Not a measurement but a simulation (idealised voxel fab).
Process module under the name voxel transistor to metal
The cross-section on display is named cut; it measures 180 nm wide, and its cells are 5 nm squares.
Throughout this document, each cross-section is represented as a grid of square cells and is presented as a sequence of bands enumerated from the top downward, where a band comprises one or more rows of cells. Per band: top height and bottom height in nm, followed by the left-to-right materials and their widths in nm; "everywhere" marks a single material spanning edge to edge, "blank" marks empty space. Heights are expressed relative to 0, this being the level below which the as-received wafer comprises one material exclusively. The lowest band is unbounded in the downward direction and is denoted as in "0..down". You'd read "30..40" like this: the band's top row of cells is as wide as the first number, its bottom row is as wide as the second, and going down, every row changes width by the same amount as the row before did. Any step labelled "nothing changed" changed none of the cells in the cross-section. Voids not open to the top, 8 cells minimum: see "Closed void list". Written width x height at distance; distance is from the left edge; nm. The remark found on a step's line after its settings is issued by the simulator itself and pertains to that step. Regarding "overlay nm": on a step with a mask, it is the distance the mask lay to the right of its planned place; a negative value places it to the left.
### This section lists the process steps that were planned
- 1: RECEIVE (material Si)
- 2: CONFORMAL_DEP (material SiO2; thk nm 5)
- 3: CONFORMAL_DEP (material SiN; thk nm 10)
- 4: DIRECTIONAL_DEP (material aC; thk nm 10)
- 5: PATTERN (tone cover; mask id ACTIVE; material resist; width nm 110; thk nm 30; overlay nm 0)
- 6: DIRECTIONAL_ETCH (etch materials aC; depth nm 10)
- 7: STRIP (etch materials resist)
- 8: DIRECTIONAL_ETCH (etch materials SiN; depth nm 10)
- 9: DIRECTIONAL_ETCH (etch materials SiO2; depth nm 5)
- 10: DIRECTIONAL_ETCH (etch materials Si; depth nm 30)
- 11: STRIP (etch materials aC)
- 12: FILL_DEP (material SiO2; thk nm 10)
- 13: CMP (height nm 15)
- 14: SELECTIVE_ETCH (etch materials SiO2; depth nm 5)
- 15: STRIP (etch materials SiN)
- 16: SELECTIVE_ETCH (etch materials SiO2; depth nm 5)
- 17: OXIDIZE (depth nm 5)
- 18: DIRECTIONAL_DEP (material polySi; thk nm 25)
- 19: DIRECTIONAL_DEP (material SiCN; thk nm 15)
- 20: PATTERN (tone cover; mask id GATE; material resist; width nm 30; thk nm 20; overlay nm 0)
- 21: DIRECTIONAL_ETCH (etch materials SiCN; depth nm 25)
- 22: DIRECTIONAL_ETCH (etch materials polySi; depth nm 35)
- 23: STRIP (etch materials resist)
- 24: CONFORMAL_DEP (material SiN; thk nm 5)
- 25: DIRECTIONAL_ETCH (etch materials SiN; depth nm 5)
- 26: DIRECTIONAL_ETCH (etch materials SiO2; depth nm 5)
- 27: DIRECTIONAL_ETCH (etch materials Si; depth nm 10)
- 28: EPI (material SiGe; thk nm 10)
- 29: FILL_DEP (material SiO2; thk nm 10)
- 30: CMP (height nm 25)
- 31: STRIP (etch materials polySi)
- 32: SELECTIVE_ETCH (etch materials SiO2; depth nm 5)
- 33: CONFORMAL_DEP (material HfO2; thk nm 5)
- 34: CONFORMAL_DEP (material TiN; thk nm 5)
- 35: FILL_DEP (material W; thk nm 10)
- 36: CMP (height nm 20)
- 37: DIRECTIONAL_DEP (material SiO2; thk nm 10)
- 38: DIRECTIONAL_DEP (material aC; thk nm 10)
- 39: PATTERN (tone open; mask id CONTACT; material resist; width nm 15; pitch nm 75; thk nm 25; overlay nm 0)
- 40: DIRECTIONAL_ETCH (etch materials aC; depth nm 10)
- 41: STRIP (etch materials resist)
- 42: DIRECTIONAL_ETCH (etch materials SiO2; depth nm 35)
- 43: STRIP (etch materials aC)
- 44: CONFORMAL_DEP (material TiN; thk nm 5)
- 45: FILL_DEP (material W; thk nm 5)
- 46: CMP (height nm 30)
- 47: DIRECTIONAL_DEP (material TiN; thk nm 5)
- 48: DIRECTIONAL_DEP (material Ru; thk nm 20)
- 49: DIRECTIONAL_DEP (material aC; thk nm 15)
- 50: PATTERN (tone cover; mask id METAL_1; material resist; width nm 15; pitch nm 75; thk nm 35; overlay nm 0)
- 51: DIRECTIONAL_ETCH (etch materials aC; depth nm 15)
- 52: STRIP (etch materials resist)
- 53: DIRECTIONAL_ETCH (etch materials Ru; depth nm 20)
- 54: DIRECTIONAL_ETCH (etch materials TiN; depth nm 5)
- 55: STRIP (etch materials aC)
- 56: CONFORMAL_DEP (material SiN; thk nm 5)
- 57: FILL_DEP (material lowk; thk nm 10)
- 58: CMP (height nm 55)
- 59: CONFORMAL_DEP (material SiCN; thk nm 5)
### As-received wafer cross-section (after step 1)
- 0..down: Si everywhere
- Closed void list: none
### Cross-section, first of two wafers, end of module, run as planned
- 60..55: SiCN everywhere
- 55..35: lowk=40, then SiN=5, then Ru=15, then SiN=5, then lowk=50, then SiN=5, then Ru=15, then SiN=5, then lowk=40
- 35..30: SiN=45, then TiN=15, then SiN=60, then TiN=15, then SiN=45
- 30..20: SiO2=45, then TiN=5, then W=5, then TiN=5, then SiO2=60, then TiN=5, then W=5, then TiN=5, then SiO2=45
- 20..5: SiO2=45, then TiN=5, then W=5, then TiN=5, then SiO2=10, then SiN=5, then HfO2=5, then TiN=5, then W=10, then TiN=5, then HfO2=5, then SiN=5, then SiO2=10, then TiN=5, then W=5, then TiN=5, then SiO2=45
- 5..0: SiO2=30, then SiN=5, then SiO2=10, then TiN=5, then W=5, then TiN=5, then SiGe=10, then SiN=5, then HfO2=5, then TiN=20, then HfO2=5, then SiN=5, then SiGe=10, then TiN=5, then W=5, then TiN=5, then SiO2=10, then SiN=5, then SiO2=30
- 0..-5: SiO2=45, then TiN=15, then SiGe=10, then HfO2=40, then SiGe=10, then TiN=15, then SiO2=45
- -5..-15: SiO2=35, then SiGe=35, then Si=40, then SiGe=35, then SiO2=35
- -15..-30: SiO2=35, then Si=110, then SiO2=35
- -30..down: Si everywhere
- Closed void list: none
### Wafer two, sectioned after the module: the first wafer's start, the first wafer's plan, and one mistake in how it was run
- 60..55: SiCN everywhere
- 55..35: lowk=40, then SiN=5, then Ru=15, then SiN=5, then lowk=50, then SiN=5, then Ru=15, then SiN=5, then lowk=40
- 35..30: SiN=45, then TiN=15, then SiN=60, then TiN=15, then SiN=45
- 30..20: SiO2=45, then TiN=5, then W=5, then TiN=5, then SiO2=60, then TiN=5, then W=5, then TiN=5, then SiO2=45
- 20..5: SiO2=45, then TiN=5, then W=5, then TiN=5, then SiO2=10, then SiN=5, then HfO2=5, then TiN=5, then W=10, then TiN=5, then HfO2=5, then SiN=5, then SiO2=10, then TiN=5, then W=5, then TiN=5, then SiO2=45
- 5..0: SiO2=40, then SiN=5, then TiN=5, then W=5, then TiN=5, then SiGe=10, then SiN=5, then HfO2=5, then TiN=20, then HfO2=5, then SiN=5, then SiGe=10, then TiN=5, then W=5, then TiN=5, then SiO2=20, then SiN=5, then SiO2=20
- 0..-5: SiO2=45, then TiN=15, then SiGe=10, then HfO2=40, then SiGe=10, then TiN=15, then SiO2=45
- -5..-15: SiO2=45, then SiGe=25, then Si=40, then SiGe=45, then SiO2=25
- -15..-30: SiO2=45, then Si=110, then SiO2=25
- -30..down: Si everywhere
- Closed void list: none
In executing the process, a mistake was made relative to the plan: step 5, actual vs plan mismatch, actual run PATTERN (tone cover; mask id ACTIVE; material resist; width nm 110; thk nm 30; overlay nm 10)
So at the finish, the second wafer's got exactly as many cells of each material as the first, just not in the same spots.
